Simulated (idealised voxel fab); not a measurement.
Process module, titled voxel plated lines
For reference, the cross-section in this document is cut, with width 155 nm and square cells of 5 nm.
For the purposes of this document, a cross-section shall be understood as a grid of square cells, specified as bands listed in top-to-bottom order, each band consisting of one or more rows of cells. Quick guide to a band line: top height, bottom height (nm) up front; then every material left to right with its width in nm. Only one material and it's marked "full width"? Then it fills the band edge to edge. And "air" just means empty space. Heights are measured from 0, the level below which the as-received wafer is all one material; the lowest band has no bottom and continues downward, written as in "0..down". Top row gets the first number, bottom row gets the second, and each row in between changes by the same step: that is how a band width like "30->40" works. What does "nothing was modified" mean for a step? It means no cell of the cross-section changed in that step. The list in "Fully sealed voids" covers empty spaces of 8 cells or more that cannot reach the top through any open way, and it gives each as width x height at distance; the distance is from the left edge, and width, height and distance are in nm. Heads up: the bit after the settings on a step's line is the simulator's remark on that step. When a step includes a mask, the "overlay nm" setting on its line states how far to the right of its planned place that mask lay, and negative values state how far to the left.
These are the steps we planned for the process:
step 1: RECEIVE, material Si
step 2: CONFORMAL_DEP, material SiO2, thk nm 15
step 3: DIRECTIONAL_DEP, material TiN, thk nm 5
step 4: PATTERN, tone open, mask id LINES, material resist, width nm 25, pitch nm 45, thk nm 35, overlay nm 0
step 5: EPI, material Ru, thk nm 10
step 6: EPI, material Ru, thk nm 5
step 7: EPI, material Ru, thk nm 10
step 8: STRIP, etch materials resist
step 9: DIRECTIONAL_ETCH, etch materials TiN, depth nm 5
step 10: CONFORMAL_DEP, material SiCN, thk nm 5
It is noted that the wafers described herein are identical at the outset and are distinguished by the thk nm of step 10; the value stated in the plan corresponds to the first wafer.
As received, i.e. after step 1: cross-section through the first of several wafers:
* 0..down: Si full width
* Fully sealed voids: none
First wafer at the end, after step 10:
* 50..45: air (35), SiCN (35), air (10), SiCN (35), air (40)
* 45..20: air (35), SiCN (5), Ru (25), SiCN (5), air (10), SiCN (5), Ru (25), SiCN (5), air (40)
* 20..15: SiCN (40), TiN (25), SiCN (20), TiN (25), SiCN (45)
* 15..0: SiO2 full width
* 0..down: Si full width
* Fully sealed voids: none
Module end, final wafer: cross-section:
* 65..45: air (20), SiCN (110), air (25)
* 45..35: air (20), SiCN (20), Ru (25), SiCN (20), Ru (25), SiCN (20), air (25)
* 35..20: SiCN (40), Ru (25), SiCN (20), Ru (25), SiCN (45)
* 20..15: SiCN (40), TiN (25), SiCN (20), TiN (25), SiCN (45)
* 15..0: SiO2 full width
* 0..down: Si full width
* Fully sealed voids: none
The following table contains a row per wafer, in which are reported, at the conclusion of the module, the cells of each material gained (+) or lost (-) since the wafer's receipt, with its closed voids given thereafter:
thk nm 5 | +50 Ru | +55 SiCN | +93 SiO2 | +10 TiN | Fully sealed voids: none
thk nm 10 | +50 Ru | +110 SiCN | +93 SiO2 | +10 TiN | Fully sealed voids: none
thk nm 15 | +50 Ru | +153 SiCN | +93 SiO2 | +10 TiN | Fully sealed voids: none
thk nm 20 | +50 Ru | +196 SiCN | +93 SiO2 | +10 TiN | Fully sealed voids: none
